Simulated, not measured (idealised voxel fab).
The document below concerns the process module designated voxel wiring stack.
Shown is cross-section cut, with a width of 190 nm and square cells of size 5 nm.
Cross-section spec: square-cell grid; bands listed top down; each band is one or more rows. Band: top height; bottom height; in nm. Then, left to right: material with width in nm, for each material. "edge to edge": a single material spanning edge to edge. "air": empty space. Where do heights start? At 0: under that level the wafer as delivered is made of one material only. And the lowest band has no floor; it just carries on downward, as in "0..down". You'd read "30->40" like this: the band's top row of cells is as wide as the first number, its bottom row is as wide as the second, and going down, every row changes width by the same amount as the row before did. "nothing changed" for a step: no cell of the cross-section changed in that step. Entry "Unvented cavities". Content: empty spaces with no open connection to the top, size 8 cells or greater. Each: width x height at distance. Distance: from left edge. Unit: nm. after a step's settings: what the simulator itself notes on the step. Regarding "overlay nm": on a step with a mask, it is the distance the mask lay to the right of its planned place; a negative value places it to the left.

Here's what the planned process steps look like
1 RECEIVE | material Si
2 CONFORMAL_DEP | material SiO2 | thk nm 15
3 CONFORMAL_DEP | material SiN | thk nm 5
4 DIRECTIONAL_DEP | material lowk | thk nm 25
5 PATTERN | tone open | mask id METAL_1 | material resist | width nm 20 | pitch nm 40 | thk nm 15 | overlay nm 0
6 DIRECTIONAL_ETCH | etch materials lowk | depth nm 25
7 DIRECTIONAL_ETCH | etch materials SiN | depth nm 5
8 STRIP | etch materials resist
9 CONFORMAL_DEP | material TiN | thk nm 5
10 FILL_DEP | material W | thk nm 10
11 CMP | height nm 45
12 EPI | material Ru | thk nm 5
13 FILL_DEP | material SiCN | thk nm 5
14 DIRECTIONAL_DEP | material lowk | thk nm 30
15 DIRECTIONAL_DEP | material aC | thk nm 10
16 PATTERN | tone open | mask id METAL_2 | material resist | width nm 20 | pitch nm 40 | thk nm 25 | overlay nm 0
17 DIRECTIONAL_ETCH | etch materials aC | depth nm 10
18 STRIP | etch materials resist
19 DIRECTIONAL_ETCH | etch materials lowk | depth nm 20
20 STRIP | etch materials aC
21 PATTERN | tone open | mask id METAL_2_HOLES | material resist | width nm 15 | pitch nm 40 | thk nm 20 | overlay nm 0
22 DIRECTIONAL_ETCH | etch materials lowk | depth nm 10
23 DIRECTIONAL_ETCH | etch materials SiCN | depth nm 5
24 STRIP | etch materials resist
25 CONFORMAL_DEP | material TiN | thk nm 5
26 FILL_DEP | material Ru | thk nm 5
27 CMP | height nm 85
28 CONFORMAL_DEP | material SiCN | thk nm 5
29 DIRECTIONAL_DEP | material lowk | thk nm 15
30 DIRECTIONAL_DEP | material aC | thk nm 15
31 PATTERN | tone open | mask id PLUG_2 | material resist | width nm 15 | thk nm 30 | overlay nm 0
32 DIRECTIONAL_ETCH | etch materials aC | depth nm 15
33 STRIP | etch materials resist
34 DIRECTIONAL_ETCH | etch materials lowk | depth nm 15
35 DIRECTIONAL_ETCH | etch materials SiCN | depth nm 5
36 STRIP | etch materials aC
37 CONFORMAL_DEP | material TiN | thk nm 5
38 FILL_DEP | material Cu | thk nm 5
39 CMP | height nm 105
40 CONFORMAL_DEP | material SiCN | thk nm 5
41 DIRECTIONAL_DEP | material SiO2 | thk nm 15
42 PATTERN | tone open | mask id METAL_3 | material resist | width nm 20 | pitch nm 40 | thk nm 20 | overlay nm 0
43 DIRECTIONAL_ETCH | etch materials SiO2 | depth nm 15
44 DIRECTIONAL_ETCH | etch materials SiCN | depth nm 5
45 STRIP | etch materials resist
46 CONFORMAL_DEP | material TiN | thk nm 5
47 FILL_DEP | material Cu | thk nm 10
48 CMP | height nm 125
49 CONFORMAL_DEP | material SiN | thk nm 5

Incoming wafer in cross-section (state: after step 1)
0..down  Si edge to edge
Unvented cavities: none

Figure: cross-sectional view of the wafer upon completion of the module, processed from the initial state and according to the plan depicted above, with one error introduced during execution
130..125  SiN edge to edge
125..110  65 nm SiO2, 5 nm TiN, 10 nm Cu, 5 nm TiN, 20 nm SiO2, 5 nm TiN, 10 nm Cu, 5 nm TiN, 65 nm SiO2
110..105  65 nm SiCN, 20 nm TiN, 20 nm SiCN, 20 nm TiN, 65 nm SiCN
105..90  65 nm lowk, 5 nm TiN, 5 nm Cu, 5 nm TiN, 110 nm lowk
90..85  65 nm SiCN, 15 nm TiN, 110 nm SiCN
85..75  55 nm lowk, 5->15 nm TiN, 20->10 nm Ru, 5 nm TiN, 10 nm lowk, 5->15 nm TiN, 20->10 nm Ru, 5 nm TiN, 65 nm lowk
75..70  65 nm lowk, 5 nm TiN, 10 nm Ru, 5 nm TiN, 20 nm lowk, 5 nm TiN, 10 nm Ru, 5 nm TiN, 65 nm lowk
70..65  65 nm lowk, 20 nm TiN, 20 nm lowk, 20 nm TiN, 65 nm lowk
65..55  65 nm lowk, 5 nm TiN, 35 nm lowk, 5 nm TiN, 80 nm lowk
55..50  65 nm SiCN, 5 nm TiN, 35 nm SiCN, 5 nm TiN, 80 nm SiCN
50..45  60 nm SiCN, 30 nm Ru, 10 nm SiCN, 30 nm Ru, 60 nm SiCN
45..20  65 nm lowk, 5 nm TiN, 10 nm W, 5 nm TiN, 20 nm lowk, 5 nm TiN, 10 nm W, 5 nm TiN, 65 nm lowk
20..15  65 nm SiN, 20 nm TiN, 20 nm SiN, 20 nm TiN, 65 nm SiN
15..0  SiO2 edge to edge
0..down  Si edge to edge
Unvented cavities: none
Diagnosis: planned and actual differ for step 21; actual: PATTERN | tone open | mask id METAL_2_HOLES | material resist | width nm 15 | pitch nm 40 | thk nm 20 | overlay nm -10
